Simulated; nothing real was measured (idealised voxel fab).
process module | voxel double patterning
cross-section cut | 240 nm wide | cells 5 nm
A cross-section is a grid of square cells, given in bands from the top down. A band is one or more rows of cells.
Each band's line starts with the height of the band's top and of its bottom, in nm. Then come its materials from left to right, each with its width in nm. One material with "throughout" fills the band from edge to edge. "air" is empty space.
Height 0 is the level under which the wafer as received is all one material. The lowest band goes on downwards, as in "0 down".
A width such as "30 to 40" changes by the same amount from each row of cells to the next, from the band's top row to its bottom row.
"no change" after a step means that no cell of the cross-section changed.
closed voids: empty space of 8 cells or more with no open way to the top, each as width x height at its distance from the left edge, in nm
after a step's settings: what the simulator itself notes on the step
overlay nm, on a step with a mask: how far to the right of its planned place the mask lay; to the left if negative
plan
1 op RECEIVE | material Si
2 op CONFORMAL_DEP | material SiO2 | thk nm 5
3 op DIRECTIONAL_DEP | material TiN | thk nm 20
4 op DIRECTIONAL_DEP | material SiCN | thk nm 10
5 op DIRECTIONAL_DEP | material aC | thk nm 10
6 op PATTERN | tone open | mask id FIRST | material resist | width nm 15 | pitch nm 50 | thk nm 25 | overlay nm 0
7 op DIRECTIONAL_ETCH | etch materials aC | depth nm 10
8 op STRIP | etch materials resist
9 op DIRECTIONAL_ETCH | etch materials SiCN | depth nm 10
10 op STRIP | etch materials aC
11 op PATTERN | tone open | mask id SECOND | material resist | width nm 15 | pitch nm 50 | thk nm 20 | overlay nm 0
12 op DIRECTIONAL_ETCH | etch materials SiCN | depth nm 10
13 op STRIP | etch materials resist
14 op DIRECTIONAL_ETCH | etch materials TiN | depth nm 20
15 op STRIP | etch materials SiCN
as received, after step 1
  0 down: Si throughout
  closed voids: none
first wafer at the end, as planned
  25 to 5: TiN 60 | air 15 | TiN 10 | air 15 | TiN 10 | air 15 | TiN 10 | air 15 | TiN 10 | air 15 | TiN 65
  5 to 0: SiO2 throughout
  0 down: Si throughout
  closed voids: none
second wafer at the end: like start, like plan, one mistake
  25 to 5: TiN 60 | air 15 | TiN 5 | air 25 | TiN 5 | air 15 | TiN 5 | air 25 | TiN 5 | air 15 | TiN 65
  5 to 0: SiO2 throughout
  0 down: Si throughout
  closed voids: none
what went wrong: step 11 ran as: op PATTERN | tone open | mask id SECOND | material resist | width nm 25 | pitch nm 50 | thk nm 20 | overlay nm 0
at the end the second wafer has, in cells: 16 fewer of TiN
